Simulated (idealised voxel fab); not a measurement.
Module name: voxel tone inversion (process module)
Shown is cross-section cut, with a width of 260 nm and square cells of size 5 nm.
The cross-sections in this document take the form of a grid made of square cells. They are written out as bands, in order from top to bottom. Each band consists of one or more rows of cells. Within each band entry, the heights of the top and of the bottom of the band appear first, in that order and in nm; the materials of the band then follow from left to right, each with its corresponding width in nm. The designation "edge to edge" on a single material indicates that it fills the band from edge to edge; the designation "blank" indicates empty space. Height reference: 0 = level under which incoming wafer is all one material. Lowest band: no bottom, runs on downward, e.g. "0 down". Read "30->40" as a graded width: first number on top, second number at the bottom, same change between each pair of neighbouring rows. A step reported as "no modifications" is a step in which no cell of the cross-section changed. The label "Enclosed cavity list" introduces a list of the empty spaces, 8 cells or larger, that have no open way up to the top; each entry in it reads width x height at distance, where the distance is taken from the left edge and all three are stated in nm. Text after the settings on a step's line: the simulator's own remark on that step. overlay nm: step with mask; distance mask lay right of planned place; negative value = left of planned place.
**The steps planned for the process are as follows**
- 1: RECEIVE with material Si
- 2: CONFORMAL_DEP with material SiCN, thk nm 5
- 3: DIRECTIONAL_DEP with material polySi, thk nm 20
- 4: PATTERN with tone cover, mask id POSTS, material resist, width nm 20, pitch nm 40, thk nm 25, overlay nm 0
- 5: DIRECTIONAL_ETCH with etch materials polySi, depth nm 20
- 6: STRIP with etch materials resist
- 7: FILL_DEP with material lowk, thk nm 10
- 8: CMP with height nm 25
- 9: STRIP with etch materials polySi
- 10: CONFORMAL_DEP with material TiN, thk nm 5
- 11: FILL_DEP with material W, thk nm 5
- 12: CMP with height nm 25
- 13: CONFORMAL_DEP with material SiN, thk nm 5
**Wafer cross-section on receipt, i.e. after step 1**
* 0 down: Si edge to edge
* Enclosed cavity list: none
**First of two wafers at the end of the module, shown in cross-section; run carried out as planned**
* 30 to 25: SiN edge to edge
* 25 to 10: lowk=100  TiN=5  W=10  TiN=5  lowk=20  TiN=5  W=10  TiN=5  lowk=100
* 10 to 5: lowk=100  TiN=20  lowk=20  TiN=20  lowk=100
* 5 to 0: SiCN edge to edge
* 0 down: Si edge to edge
* Enclosed cavity list: none
**End-of-module cross-section of the second wafer: identical starting point and process plan to the first, with one processing mistake**
* 30 to 25: SiN edge to edge
* 25 to 10: lowk=105  TiN=5  W=5  TiN=5  lowk=25  TiN=5  W=5  TiN=5  lowk=100
* 10 to 5: lowk=105  TiN=15  lowk=25  TiN=15  lowk=100
* 5 to 0: SiCN edge to edge
* 0 down: Si edge to edge
* Enclosed cavity list: none
The plan and the run diverged here: step 4 went in with a setting other than planned; the actual run was PATTERN with tone cover, mask id POSTS, material resist, width nm 15, pitch nm 40, thk nm 25, overlay nm 0
Wafer comparison, final, in cells, second relative to first, materials more or fewer: TiN: 2 fewer; W: 6 fewer; lowk: 8 more
